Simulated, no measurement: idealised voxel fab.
process module | voxel fin reveal
cross-section cut | 275 nm wide | cells 5 nm
A cross-section is a grid of square cells, given in bands from the top down. A band is one or more rows of cells.
Each band's line starts with the height of the band's top and of its bottom, in nm. Then come its materials from left to right, each with its width in nm. One material with "throughout" fills the band from edge to edge. "air" is empty space.
Height 0 is the level under which the wafer as received is all one material. The lowest band goes on downwards, as in "0 down".
A width such as "30 to 40" changes by the same amount from each row of cells to the next, from the band's top row to its bottom row.
"no change" after a step means that no cell of the cross-section changed.
closed voids: empty space of 8 cells or more with no open way to the top, each as width x height at its distance from the left edge, in nm
after a step's settings: what the simulator itself notes on the step
overlay nm, on a step with a mask: how far to the right of its planned place the mask lay; to the left if negative
plan
1 op RECEIVE | material Si
2 op CONFORMAL_DEP | material SiN | thk nm 5
3 op PATTERN | tone cover | mask id FINS | material resist | width nm 15 | pitch nm 35 | thk nm 20 | overlay nm 0
4 op DIRECTIONAL_ETCH | etch materials SiN | depth nm 5
5 op DIRECTIONAL_ETCH | etch materials Si | depth nm 30
6 op STRIP | etch materials resist
7 op FILL_DEP | material SiO2 | thk nm 5
8 op CMP | height nm 5
9 op SELECTIVE_ETCH | etch materials SiO2 | depth nm 15
10 op STRIP | etch materials SiN
as received, after step 1
  0 down: Si throughout
  closed voids: none
first wafer at the end, as planned
  0 to -10: air 95 | Si 15 | air 20 | Si 15 | air 20 | Si 15 | air 95
  -10 to -30: SiO2 95 | Si 15 | SiO2 20 | Si 15 | SiO2 20 | Si 15 | SiO2 95
  -30 down: Si throughout
  closed voids: none
second wafer at the end: like start, like plan, one mistake
  0 to -10: air 95 | Si 15 | air 20 | Si 15 | air 20 | Si 15 | air 95
  -10 to -15: SiO2 80 | air 15 | Si 15 | air 20 | Si 15 | air 20 | Si 15 | air 15 | SiO2 80
  -15 to -30: SiO2 95 | Si 15 | SiO2 20 | Si 15 | SiO2 20 | Si 15 | SiO2 95
  -30 down: Si throughout
  closed voids: none
what went wrong: steps 9 and 10 were swapped
at the end the second wafer has, in cells: 14 fewer of SiO2
